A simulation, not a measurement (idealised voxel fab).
Process module under the name voxel gate over fins
Pictured: cross-section cut, 160 nm wide, on a grid of 5 nm square cells.
When this document writes out a cross-section, it uses a grid of square cells and lists it as bands, beginning at the top and moving down, with a band standing for one or more rows of cells. Band: top height; bottom height; in nm. Then, left to right: material with width in nm, for each material. "edge to edge": a single material spanning edge to edge. "empty": empty space. Counting heights begins at 0, where everything beneath is, in the wafer as received, one material. The lowest band has no bottom; it goes on downwards, as "0 nm and below" shows. Think of "30 to 40" as a width that walks from the first number to the second as you go down the band, top row to bottom row, taking equal-sized steps from row to row. "no modifications" means the step left every cell of the cross-section as it was. Listed in "Enclosed void inventory": every empty space of 8 or more cells without an open way to the top. Form: width x height at distance, the distance being from the left edge, all in nm. Past the settings on a step's line: simulator remark, on that step. The optional step-line setting "overlay nm" applies to steps with a mask and quantifies how far to the right of its planned location the mask lay, a negative value indicating leftward placement.
[Process steps - plan]
- 1: RECEIVE,material Si
- 2: CONFORMAL_DEP,material SiN,thk nm 5
- 3: MASKED_ETCH,tone cover,mask id FINS,width nm 15,pitch nm 40,etch materials SiN,depth nm 5,overlay nm 0
- 4: MASKED_ETCH,tone cover,mask id FINS,width nm 15,pitch nm 40,etch materials Si,depth nm 30,overlay nm 0
- 5: OXIDIZE,depth nm 5
- 6: FILL_DEP,material SiO2,thk nm 15
- 7: CMP,height nm 5
- 8: SELECTIVE_ETCH,etch materials SiO2,depth nm 15
- 9: STRIP,etch materials SiN
- 10: CONFORMAL_DEP,material HfO2,thk nm 5
- 11: CONFORMAL_DEP,material TiN,thk nm 5
- 12: FILL_DEP,material W,thk nm 10
- 13: CMP,height nm 15
- 14: CONFORMAL_DEP,material SiCN,thk nm 10
[Cross-section, incoming material, after step 1]
* 0 nm and below: Si edge to edge
* Enclosed void inventory: none
[Looking at the first of two wafers in cross-section at end of module - ran to plan]
* 25 nm to 15 nm: SiCN edge to edge
* 15 nm to 10 nm: W edge to edge
* 10 nm to 5 nm: W (45), TiN (25), W (15), TiN (25), W (50)
* 5 nm to 0 nm: W (45), TiN (5), HfO2 (15), TiN (5), W (15), TiN (5), HfO2 (15), TiN (5), W (50)
* 0 nm to -5 nm: TiN (50), HfO2 (5), Si (5), HfO2 (5), TiN (25), HfO2 (5), Si (5), HfO2 (5), TiN (55)
* -5 nm to -10 nm: HfO2 (55), Si (5), HfO2 (35), Si (5), HfO2 (60)
* -10 nm to -35 nm: SiO2 (55), Si (5), SiO2 (35), Si (5), SiO2 (60)
* -35 nm and below: Si edge to edge
* Enclosed void inventory: none
[Second wafer through the module, sectioned at the end: same beginning and same plan as the first wafer, with one mistake in carrying it out]
* 25 nm to 15 nm: SiCN edge to edge
* 15 nm to 10 nm: W edge to edge
* 10 nm to 5 nm: W (45), TiN (25), W (15), TiN (25), W (50)
* 5 nm to 0 nm: W (45), TiN (5), HfO2 (15), TiN (5), W (15), TiN (5), HfO2 (15), TiN (5), W (50)
* 0 nm to -5 nm: TiN (50), HfO2 (5), Si (5), HfO2 (5), TiN (5), W (15), TiN (5), HfO2 (5), Si (5), HfO2 (5), TiN (55)
* -5 nm to -10 nm: HfO2 (40), TiN (10), HfO2 (5), Si (5), HfO2 (5), TiN (25), HfO2 (5), Si (5), HfO2 (5), TiN (10), HfO2 (45)
* -10 nm to -15 nm: SiO2 (35), HfO2 (20), Si (5), HfO2 (35), Si (5), HfO2 (20), SiO2 (40)
* -15 nm to -35 nm: SiO2 (55), Si (5), SiO2 (35), Si (5), SiO2 (60)
* -35 nm and below: Si edge to edge
* Enclosed void inventory: none
Deviation from plan: the run placed steps 8 and 9 each in the position the plan gave to the other
Final tally in cells, some materials are higher or lower on the second wafer than on the first: HfO2: 6 more; SiO2: 15 fewer; TiN: 6 more; W: 3 more
